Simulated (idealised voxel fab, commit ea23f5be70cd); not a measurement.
Proc. module: voxel plated lines
We display cut, a cross-section 155 nm in width whose square cells are each 5 nm.
A cross-section is a grid of square cells, given in bands from the top down. A band is one or more rows of cells. Band entry format. Leading values: height of top, height of bottom, nm. Remainder: materials in left-to-right order, each with its width in nm. Special words: "edge to edge" on a single material, which then fills the band edge to edge; "air", empty space. Below 0: as-received wafer, all one material; heights counted from there. Lowest band: no bottom, goes on down, written "0 -> down". Per-row width for "30..40": begins at first number (top row of band), ends at second number (bottom row), increment between rows held constant. Where a step carries "everything unchanged", the cross-section came out of it unchanged, cell for cell. Voids not open to the top, 8 cells minimum: see "Enclosed internal voids". Written width x height at distance; distance is from the left edge; nm. The remark found on a step's line after its settings is issued by the simulator itself and pertains to that step. overlay nm: on a step with a mask, how far right of its planned place the mask lay; negative means left.
The following list gives the planned process steps
1: RECEIVE | material Si
2: CONFORMAL_DEP | material SiN | thk nm 15
3: DIRECTIONAL_DEP | material TiN | thk nm 5
4: PATTERN | tone open | mask id LINES | material resist | width nm 25 | pitch nm 40 | thk nm 25 | overlay nm -15
5: EPI | material Ru | thk nm 10
6: EPI | material Ru | thk nm 5
7: STRIP | etch materials resist
8: DIRECTIONAL_ETCH | etch materials TiN | depth nm 5
9: CONFORMAL_DEP | material SiO2 | thk nm 10
It is noted that the wafers described herein are identical at the outset and are distinguished by the overlay nm of step 4; the value stated in the plan corresponds to the first wafer.
first wafer as received, after step 1
  0 -> down = Si edge to edge
  Enclosed internal voids: none
Table: wafers, a row each; end-of-module cell change per material since receipt, gain (+), loss (-); then closed voids
overlay nm -15; +30 Ru; +93 SiN; +90 SiO2; +10 TiN; Enclosed internal voids: none
overlay nm -10; +30 Ru; +93 SiN; +90 SiO2; +10 TiN; Enclosed internal voids: none
overlay nm -5; +30 Ru; +93 SiN; +90 SiO2; +10 TiN; Enclosed internal voids: none
overlay nm 0; +30 Ru; +93 SiN; +90 SiO2; +10 TiN; Enclosed internal voids: none
overlay nm 5; +30 Ru; +93 SiN; +90 SiO2; +10 TiN; Enclosed internal voids: none
overlay nm 10; +30 Ru; +93 SiN; +90 SiO2; +10 TiN; Enclosed internal voids: none
overlay nm 15; +30 Ru; +93 SiN; +90 SiO2; +10 TiN; Enclosed internal voids: none
